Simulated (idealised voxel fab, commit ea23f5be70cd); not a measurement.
process module | voxel self aligned vias
cross-section cut | 255 nm wide | cells 5 nm
A cross-section is a grid of square cells, given in bands from the top down. A band is one or more rows of cells.
Each band's line starts with the height of the band's top and of its bottom, in nm. Then come its materials from left to right, each with its width in nm. One material with "throughout" fills the band from edge to edge. "air" is empty space.
Height 0 is the level under which the wafer as received is all one material. The lowest band goes on downwards, as in "0 down".
A width such as "30 to 40" changes by the same amount from each row of cells to the next, from the band's top row to its bottom row.
"no change" after a step means that no cell of the cross-section changed.
closed voids: empty space of 8 cells or more with no open way to the top, each as width x height at its distance from the left edge, in nm
after a step's settings: what the simulator itself notes on the step
overlay nm, on a step with a mask: how far to the right of its planned place the mask lay; to the left if negative
plan
1 op RECEIVE | material Si
2 op CONFORMAL_DEP | material SiO2 | thk nm 10
3 op CONFORMAL_DEP | material SiCN | thk nm 5
4 op DIRECTIONAL_DEP | material lowk | thk nm 25
5 op DIRECTIONAL_DEP | material aC | thk nm 10
6 op PATTERN | tone open | mask id LINES | material resist | width nm 25 | pitch nm 65 | thk nm 25 | overlay nm 0
7 op DIRECTIONAL_ETCH | etch materials aC | depth nm 10
8 op STRIP | etch materials resist
9 op DIRECTIONAL_ETCH | etch materials lowk | depth nm 25
10 op STRIP | etch materials aC
11 op CONFORMAL_DEP | material TiN | thk nm 5
12 op FILL_DEP | material W | thk nm 10
13 op CMP | height nm 40
14 op SELECTIVE_ETCH | etch materials W Ru TiN | depth nm 5
15 op FILL_DEP | material SiN | thk nm 5
16 op CMP | height nm 40
17 op DIRECTIONAL_DEP | material lowk | thk nm 15
18 op MASKED_ETCH | tone open | mask id VIAS | width nm 45 | pitch nm 130 | etch materials lowk | depth nm 15 | overlay nm 0
19 op MASKED_ETCH | tone open | mask id VIAS | width nm 45 | pitch nm 130 | etch materials SiN | depth nm 5 | overlay nm 0
20 op CONFORMAL_DEP | material TiN | thk nm 5
21 op FILL_DEP | material Ru | thk nm 5
22 op CMP | height nm 55
23 op CONFORMAL_DEP | material SiN | thk nm 5
as received, after step 1
  0 down: Si throughout
  closed voids: none
a wafer at the end: this start, this plan, one mistake
  60 to 55: SiN throughout
  55 to 45: lowk 40 | TiN 5 | Ru 35 | TiN 5 | lowk 85 | TiN 5 | Ru 35 | TiN 5 | lowk 40
  45 to 40: lowk 40 | TiN 15 | Ru 15 | TiN 15 | lowk 85 | TiN 15 | Ru 15 | TiN 15 | lowk 40
  40 to 35: lowk 50 | TiN 25 | lowk 40 | SiN 25 | lowk 40 | TiN 25 | lowk 50
  35 to 20: lowk 50 | TiN 5 | W 15 | TiN 5 | lowk 40 | TiN 5 | W 15 | TiN 5 | lowk 40 | TiN 5 | W 15 | TiN 5 | lowk 50
  20 to 15: lowk 50 | TiN 25 | lowk 40 | TiN 25 | lowk 40 | TiN 25 | lowk 50
  15 to 5: SiO2 throughout
  5 to 0: SiCN throughout
  0 down: Si throughout
  closed voids: none
what went wrong: steps 2 and 3 were swapped
